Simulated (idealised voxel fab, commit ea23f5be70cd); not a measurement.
This is a process module. Its name is voxel released beams.
FYI the section here is cut, 265 nm wide, cells are 5 nm squares.
Just so we're on the same page, the cross-sections are grids of square cells, and they're listed out in bands top to bottom, each band one or more rows deep.
Band: top and bottom heights (nm) first, top before bottom; then materials from left to right, widths in nm. "full width" marks a sole material filling the band edge to edge. "blank" denotes empty space.
Beneath 0, the wafer as received is one material, and that level is where height counting begins. The lowest band goes on downward without a bottom; it is written like "0 nm and below".
Width: "30 to 40" (first number = top row, second number = bottom row, same change from row to row of cells).
Where a step carries "remains unaltered", the cross-section came out of it unchanged, cell for cell.
Under "Unvented cavities" you'll find the enclosed gaps, the ones with no way out to the top, that are 8 cells or bigger; each reads width x height at distance, with distance counted from the left edge, everything in nm.
On a step's line, text after the settings is the simulator commenting on that step.
You can add "overlay nm" to a step's line. For a step with a mask, it describes how far the mask lay to the right of its planned position, and a negative number describes a lay to the left.
Reading guide: pairs of cross-sections, before and after one process step; after view cut off at lowest changed band; step and settings listed under each pair. Pairs may stem from different runs of this module on the same starting wafer; continuity with the pair above only where the "Prior to step" entry states it.

**Prior to step**
  0 nm and below = Si full width
  Unvented cavities: none

**Section, Post-Step**
  10 nm to 0 nm = Al2O3 full width
  Nothing below the height 0 has changed.
  Unvented cavities: none
Connecting step for the cross-sections above: CONFORMAL_DEP [material Al2O3] [thk nm 10]

Prior to step: after-step cross-section of the pair just above applies.

**Section, Post-Step**
  20 nm to 10 nm = SiO2 full width
  Nothing below the height 10 has changed.
  Unvented cavities: none
Connecting step for the cross-sections above: DIRECTIONAL_DEP [material SiO2] [thk nm 10]

Prior to step: after-step cross-section of the pair just above applies.

**Section, Post-Step**
  20 nm to 10 nm = SiO2: 90, blank: 40, SiO2: 135
  Nothing below the height 10 has changed.
  Unvented cavities: none
Connecting step for the cross-sections above: MASKED_ETCH [tone open] [mask id ANCHOR] [width nm 40] [etch materials SiO2] [depth nm 10] [overlay nm 0]

Prior to step: after-step cross-section of the pair just above applies.

**Section, Post-Step**
  35 nm to 25 nm = W: 105, blank: 10, W: 150
  25 nm to 20 nm = W full width
  20 nm to 10 nm = SiO2: 90, W: 40, SiO2: 135
  Nothing below the height 10 has changed.
  Unvented cavities: none
Connecting step for the cross-sections above: CONFORMAL_DEP [material W] [thk nm 15]

Prior to step: after-step cross-section of the pair just above applies.

**Section, Post-Step**
  35 nm to 25 nm = blank: 85, W: 20, blank: 10, W: 60, blank: 90
  25 nm to 20 nm = blank: 85, W: 90, blank: 90
  Nothing below the height 20 has changed.
  Unvented cavities: none
Connecting step for the cross-sections above: MASKED_ETCH [tone cover] [mask id BEAM] [width nm 90] [etch materials W] [depth nm 15] [overlay nm 0]

Prior to step: after-step cross-section of the pair just above applies.

**Section, Post-Step**
  35 nm to 25 nm = blank: 85, W: 20, blank: 10, W: 60, blank: 90
  25 nm to 20 nm = blank: 85, W: 90, blank: 90
  20 nm to 10 nm = blank: 90, W: 40, blank: 135
  Nothing below the height 10 has changed.
  Unvented cavities: none
Connecting step for the cross-sections above: STRIP [etch materials SiO2]

**Prior to step**
  0 nm and below = Si full width
  Unvented cavities: none

**Section, Post-Step**
  10 nm to 0 nm = SiO2 full width
  Nothing below the height 0 has changed.
  Unvented cavities: none
Connecting step for the cross-sections above: DIRECTIONAL_DEP [material SiO2] [thk nm 10]

Prior to step: after-step cross-section of the pair just above applies.

**Section, Post-Step**
  10 nm to 0 nm = SiO2: 90, blank: 40, SiO2: 135
  Nothing below the height 0 has changed.
  Unvented cavities: none
Connecting step for the cross-sections above: MASKED_ETCH [tone open] [mask id ANCHOR] [width nm 40] [etch materials SiO2] [depth nm 10] [overlay nm 0]

Prior to step: after-step cross-section of the pair just above applies.

**Section, Post-Step**
  25 nm to 15 nm = W: 105, blank: 10, W: 150
  15 nm to 10 nm = W full width
  10 nm to 0 nm = SiO2: 90, W: 40, SiO2: 135
  Nothing below the height 0 has changed.
  Unvented cavities: none
Connecting step for the cross-sections above: CONFORMAL_DEP [material W] [thk nm 15]

Prior to step: after-step cross-section of the pair just above applies.

**Section, Post-Step**
  25 nm to 15 nm = blank: 85, W: 20, blank: 10, W: 60, blank: 90
  15 nm to 10 nm = blank: 85, W: 90, blank: 90
  Nothing below the height 10 has changed.
  Unvented cavities: none
Connecting step for the cross-sections above: MASKED_ETCH [tone cover] [mask id BEAM] [width nm 90] [etch materials W] [depth nm 15] [overlay nm 0]

Prior to step: after-step cross-section of the pair just above applies.

**Section, Post-Step**
  25 nm to 15 nm = blank: 85, W: 20, blank: 10, W: 60, blank: 90
  15 nm to 10 nm = blank: 85, W: 90, blank: 90
  10 nm to 0 nm = blank: 90, W: 40, blank: 135
  Nothing below the height 0 has changed.
  Unvented cavities: none
Connecting step for the cross-sections above: STRIP [etch materials SiO2]

**Prior to step**
  35 nm to 25 nm = W: 105, blank: 10, W: 150
  25 nm to 20 nm = W full width
  20 nm to 10 nm = SiO2: 90, W: 40, SiO2: 135
  10 nm to 0 nm = Al2O3 full width
  0 nm and below = Si full width
  Unvented cavities: none

**Section, Post-Step**
  50 nm to 20 nm = W full width
  Nothing below the height 20 has changed.
  Unvented cavities: none
Connecting step for the cross-sections above: CONFORMAL_DEP [material W] [thk nm 15]

Prior to step: after-step cross-section of the pair just above applies.

**Section, Post-Step**
  50 nm to 35 nm = blank: 85, W: 90, blank: 90
  Nothing below the height 35 has changed.
  Unvented cavities: none
Connecting step for the cross-sections above: MASKED_ETCH [tone cover] [mask id BEAM] [width nm 90] [etch materials W] [depth nm 15] [overlay nm 0]

**Prior to step**
  10 nm to 0 nm = SiO2 full width
  0 nm and below = Si full width
  Unvented cavities: none

**Section, Post-Step**
  20 nm to 10 nm = Al2O3 full width
  Nothing below the height 10 has changed.
  Unvented cavities: none
Connecting step for the cross-sections above: CONFORMAL_DEP [material Al2O3] [thk nm 10]

Prior to step: after-step cross-section of the pair just above applies.

**Section, Post-Step**
  35 nm to 20 nm = W full width
  Nothing below the height 20 has changed.
  Unvented cavities: none
Connecting step for the cross-sections above: CONFORMAL_DEP [material W] [thk nm 15]

Prior to step: after-step cross-section of the pair just above applies.

**Section, Post-Step**
  35 nm to 20 nm = blank: 85, W: 90, blank: 90
  Nothing below the height 20 has changed.
  Unvented cavities: none
Connecting step for the cross-sections above: MASKED_ETCH [tone cover] [mask id BEAM] [width nm 90] [etch materials W] [depth nm 15] [overlay nm 0]

**Prior to step**
  20 nm to 10 nm = SiO2: 90, blank: 40, SiO2: 135
  10 nm to 0 nm = Al2O3 full width
  0 nm and below = Si full width
  Unvented cavities: none

**Section, Post-Step**
  25 nm to 20 nm = W: 95, blank: 30, W: 140
  20 nm to 15 nm = SiO2: 90, W: 5, blank: 30, W: 5, SiO2: 135
  15 nm to 10 nm = SiO2: 90, W: 40, SiO2: 135
  Nothing below the height 10 has changed.
  Unvented cavities: none
Connecting step for the cross-sections above: CONFORMAL_DEP [material W] [thk nm 5]

Prior to step: after-step cross-section of the pair just above applies.

**Section, Post-Step**
  25 nm to 20 nm = blank: 85, W: 10, blank: 30, W: 50, blank: 90
  Nothing below the height 20 has changed.
  Unvented cavities: none
Connecting step for the cross-sections above: MASKED_ETCH [tone cover] [mask id BEAM] [width nm 90] [etch materials W] [depth nm 15] [overlay nm 0]

Prior to step: after-step cross-section of the pair just above applies.

**Section, Post-Step**
  25 nm to 15 nm = blank: 85 to 90, W: 10 to 5, blank: 30, W: 50 to 5, blank: 90 to 135
  15 nm to 10 nm = blank: 90, W: 40, blank: 135
  Nothing below the height 10 has changed.
  Unvented cavities: none
Connecting step for the cross-sections above: STRIP [etch materials SiO2]

**Prior to step**
  20 nm to 10 nm = SiO2 full width
  10 nm to 0 nm = Al2O3 full width
  0 nm and below = Si full width
  Unvented cavities: none

**Section, Post-Step**
  20 nm to 10 nm = SiO2: 90, blank: 45, SiO2: 130
  Nothing below the height 10 has changed.
  Unvented cavities: none
Connecting step for the cross-sections above: MASKED_ETCH [tone open] [mask id ANCHOR] [width nm 45] [etch materials SiO2] [depth nm 10] [overlay nm 0]

Prior to step: after-step cross-section of the pair just above applies.

**Section, Post-Step**
  35 nm to 25 nm = W: 105, blank: 15, W: 145
  25 nm to 20 nm = W full width
  20 nm to 10 nm = SiO2: 90, W: 45, SiO2: 130
  Nothing below the height 10 has changed.
  Unvented cavities: none
Connecting step for the cross-sections above: CONFORMAL_DEP [material W] [thk nm 15]

Prior to step: after-step cross-section of the pair just above applies.

**Section, Post-Step**
  35 nm to 25 nm = blank: 85, W: 20, blank: 15, W: 55, blank: 90
  25 nm to 20 nm = blank: 85, W: 90, blank: 90
  Nothing below the height 20 has changed.
  Unvented cavities: none
Connecting step for the cross-sections above: MASKED_ETCH [tone cover] [mask id BEAM] [width nm 90] [etch materials W] [depth nm 15] [overlay nm 0]

Prior to step: after-step cross-section of the pair just above applies.

**Section, Post-Step**
  35 nm to 25 nm = blank: 85, W: 20, blank: 15, W: 55, blank: 90
  25 nm to 20 nm = blank: 85, W: 90, blank: 90
  20 nm to 10 nm = blank: 90, W: 45, blank: 130
  Nothing below the height 10 has changed.
  Unvented cavities: none
Connecting step for the cross-sections above: STRIP [etch materials SiO2]

**Prior to step**
  20 nm to 10 nm = SiO2 full width
  10 nm to 0 nm = Al2O3 full width
  0 nm and below = Si full width
  Unvented cavities: none

**Section, Post-Step**
  20 nm to 10 nm = SiO2: 95, blank: 40, SiO2: 130
  Nothing below the height 10 has changed.
  Unvented cavities: none
Connecting step for the cross-sections above: MASKED_ETCH [tone open] [mask id ANCHOR] [width nm 40] [etch materials SiO2] [depth nm 10] [overlay nm 5]

Prior to step: after-step cross-section of the pair just above applies.

**Section, Post-Step**
  35 nm to 25 nm = W: 110, blank: 10, W: 145
  25 nm to 20 nm = W full width
  20 nm to 10 nm = SiO2: 95, W: 40, SiO2: 130
  Nothing below the height 10 has changed.
  Unvented cavities: none
Connecting step for the cross-sections above: CONFORMAL_DEP [material W] [thk nm 15]

Prior to step: after-step cross-section of the pair just above applies.

**Section, Post-Step**
  35 nm to 25 nm = blank: 85, W: 25, blank: 10, W: 55, blank: 90
  25 nm to 20 nm = blank: 85, W: 90, blank: 90
  Nothing below the height 20 has changed.
  Unvented cavities: none
Connecting step for the cross-sections above: MASKED_ETCH [tone cover] [mask id BEAM] [width nm 90] [etch materials W] [depth nm 15] [overlay nm 0]

Prior to step: after-step cross-section of the pair just above applies.

**Section, Post-Step**
  35 nm to 25 nm = blank: 85, W: 25, blank: 10, W: 55, blank: 90
  25 nm to 20 nm = blank: 85, W: 90, blank: 90
  20 nm to 10 nm = blank: 95, W: 40, blank: 130
  Nothing below the height 10 has changed.
  Unvented cavities: none
Connecting step for the cross-sections above: STRIP [etch materials SiO2]

**Prior to step**
  35 nm to 25 nm = blank: 85, W: 20, blank: 10, W: 60, blank: 90
  25 nm to 20 nm = blank: 85, W: 90, blank: 90
  20 nm to 10 nm = SiO2: 90, W: 40, SiO2: 135
  10 nm to 0 nm = Al2O3 full width
  0 nm and below = Si full width
  Unvented cavities: none

**Section, Post-Step**
  20 nm to 10 nm = SiO2: 90, blank: 40, SiO2: 135
  Nothing below the height 10 has changed.
  Unvented cavities: none
Connecting step for the cross-sections above: STRIP [etch materials W]

**Prior to step**
  35 nm to 25 nm = W: 105, blank: 10, W: 150
  25 nm to 20 nm = W full width
  20 nm to 10 nm = SiO2: 90, W: 40, SiO2: 135
  10 nm to 0 nm = Al2O3 full width
  0 nm and below = Si full width
  Unvented cavities: none

**Section, Post-Step**
  35 nm to 20 nm = W: 85, blank: 90, W: 90
  20 nm to 10 nm = SiO2: 90, W: 15, blank: 10, W: 15, SiO2: 135
  Nothing below the height 10 has changed.
  Unvented cavities: none
Connecting step for the cross-sections above: MASKED_ETCH [tone open] [mask id BEAM] [width nm 90] [etch materials W] [depth nm 15] [overlay nm 0]

Prior to step: after-step cross-section of the pair just above applies.

**Section, Post-Step**
  20 nm to 10 nm = blank: 90, W: 15, blank: 10, W: 15, blank: 135
  Nothing below the height 10 has changed.
  Unvented cavities: none
Connecting step for the cross-sections above: STRIP [etch materials SiO2]
